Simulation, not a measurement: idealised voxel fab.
The name of this process module is voxel gate over fins.
Cross-section cut: width 210 nm, square cells of 5 nm.
Cross-sections here: square-cell grids, written as top-down lists of bands, a band being one or more rows of cells.
Basically the band line says how high the top is and how high the bottom is, in nm, and then what's in it from left to right, every material with its width in nm. Empty space shows up as "blank", and if a single material carries "everywhere" it runs the full band edge to edge.
Measure heights from 0. That's the level where, below it, the as-received wafer is all one material. The lowest band is bottomless and extends downward; write it as in "0 and below".
Top row gets the first number, bottom row gets the second, and each row in between changes by the same step: that is how a band width like "30 to 40" works.
Given "no alterations made" for a step, no cell of the cross-section differs between before and after that step.
"Cavities, sealed": sealed empty spaces, 8 cells or more, no open way to top, listed width x height at distance, with distance from the left edge and width, height and distance in nm.
It should be noted that, on the line of a given step, the content following the step's settings is a remark produced by the simulator itself with respect to that step.
On any step carrying a mask, the "overlay nm" setting, if present on the step's line, tells how far right of its planned place the mask lay; negative values point to the left.

-- The planned process steps are enumerated hereunder
1. RECEIVE (material Si)
2. CONFORMAL_DEP (material SiN; thk nm 5)
3. DIRECTIONAL_DEP (material aC; thk nm 10)
4. PATTERN (tone cover; mask id FINS; material resist; width nm 15; pitch nm 40; thk nm 30; overlay nm 0)
5. DIRECTIONAL_ETCH (etch materials aC; depth nm 10)
6. STRIP (etch materials resist)
7. DIRECTIONAL_ETCH (etch materials SiN; depth nm 5)
8. DIRECTIONAL_ETCH (etch materials Si; depth nm 40)
9. STRIP (etch materials aC)
10. OXIDIZE (depth nm 5)
11. FILL_DEP (material SiO2; thk nm 10)
12. CMP (height nm 5)
13. SELECTIVE_ETCH (etch materials SiO2; depth nm 20)
14. STRIP (etch materials SiN)
15. CONFORMAL_DEP (material HfO2; thk nm 5)
16. CONFORMAL_DEP (material TiN; thk nm 5)
17. CONFORMAL_DEP (material TiAl; thk nm 5)
18. CONFORMAL_DEP (material TiN; thk nm 5)
19. FILL_DEP (material W; thk nm 10)
20. CMP (height nm 25)
21. CONFORMAL_DEP (material SiN; thk nm 10)
Among the wafers covered here, the point of difference is the width nm at step 4; their starting state is shared, and the plan presents the value of the first wafer.

-- Sectional view: first of several wafers, as received, after step 1
  0 and below: Si everywhere
  Cavities, sealed: none

-- First of several wafers, sectioned at end of module (last step: step 21)
  35 down to 25: SiN everywhere
  25 down to 20: W everywhere
  20 down to 15: W 60 nm, then TiN 85 nm, then W 65 nm
  15 down to 10: W 60 nm, then TiN 5 nm, then TiAl 35 nm, then TiN 5 nm, then TiAl 35 nm, then TiN 5 nm, then W 65 nm
  10 down to 5: W 60 nm, then TiN 5 nm, then TiAl 5 nm, then TiN 25 nm, then TiAl 5 nm, then TiN 5 nm, then TiAl 5 nm, then TiN 25 nm, then TiAl 5 nm, then TiN 5 nm, then W 65 nm
  5 down to 0: TiN 65 nm, then TiAl 5 nm, then TiN 5 nm, then HfO2 15 nm, then TiN 5 nm, then TiAl 5 nm, then TiN 5 nm, then TiAl 5 nm, then TiN 5 nm, then HfO2 15 nm, then TiN 5 nm, then TiAl 5 nm, then TiN 70 nm
  0 down to -5: TiAl 70 nm, then TiN 5 nm, then HfO2 5 nm, then Si 5 nm, then HfO2 5 nm, then TiN 5 nm, then TiAl 15 nm, then TiN 5 nm, then HfO2 5 nm, then Si 5 nm, then HfO2 5 nm, then TiN 5 nm, then TiAl 75 nm
  -5 down to -10: TiN 75 nm, then HfO2 5 nm, then Si 5 nm, then HfO2 5 nm, then TiN 25 nm, then HfO2 5 nm, then Si 5 nm, then HfO2 5 nm, then TiN 80 nm
  -10 down to -15: HfO2 80 nm, then Si 5 nm, then HfO2 35 nm, then Si 5 nm, then HfO2 85 nm
  -15 down to -45: SiO2 80 nm, then Si 5 nm, then SiO2 35 nm, then Si 5 nm, then SiO2 85 nm
  -45 and below: Si everywhere
  Cavities, sealed: none

-- At the end of the module, the last of several wafers in cross-section
  35 down to 25: SiN everywhere
  25 down to 20: W everywhere
  20 down to 15: W 55 nm, then TiN 95 nm, then W 60 nm
  15 down to 10: W 55 nm, then TiN 5 nm, then TiAl 85 nm, then TiN 5 nm, then W 60 nm
  10 down to 5: W 55 nm, then TiN 5 nm, then TiAl 5 nm, then TiN 35 nm, then TiAl 5 nm, then TiN 35 nm, then TiAl 5 nm, then TiN 5 nm, then W 60 nm
  5 down to 0: TiN 60 nm, then TiAl 5 nm, then TiN 5 nm, then HfO2 25 nm, then TiN 5 nm, then TiAl 5 nm, then TiN 5 nm, then HfO2 25 nm, then TiN 5 nm, then TiAl 5 nm, then TiN 65 nm
  0 down to -5: TiAl 65 nm, then TiN 5 nm, then HfO2 5 nm, then Si 15 nm, then HfO2 5 nm, then TiN 5 nm, then TiAl 5 nm, then TiN 5 nm, then HfO2 5 nm, then Si 15 nm, then HfO2 5 nm, then TiN 5 nm, then TiAl 70 nm
  -5 down to -10: TiN 70 nm, then HfO2 5 nm, then Si 15 nm, then HfO2 5 nm, then TiN 15 nm, then HfO2 5 nm, then Si 15 nm, then HfO2 5 nm, then TiN 75 nm
  -10 down to -15: HfO2 75 nm, then Si 15 nm, then HfO2 25 nm, then Si 15 nm, then HfO2 80 nm
  -15 down to -45: SiO2 75 nm, then Si 15 nm, then SiO2 25 nm, then Si 15 nm, then SiO2 80 nm
  -45 and below: Si everywhere
  Cavities, sealed: none

-- The rows of the table below are wafers. Looking at the end of the module, a row counts, for every material, the cells the wafer has gained, shown as (+), or lost, shown as (-), since it was received; its closed voids come next
width nm 15, +54 HfO2, -360 Si, +84 SiN, +240 SiO2, +54 TiAl, +105 TiN, +117 W, Cavities, sealed: none
width nm 20, +54 HfO2, -342 Si, +84 SiN, +228 SiO2, +54 TiAl, +102 TiN, +114 W, Cavities, sealed: none
width nm 25, +54 HfO2, -324 Si, +84 SiN, +216 SiO2, +51 TiAl, +102 TiN, +111 W, Cavities, sealed: none
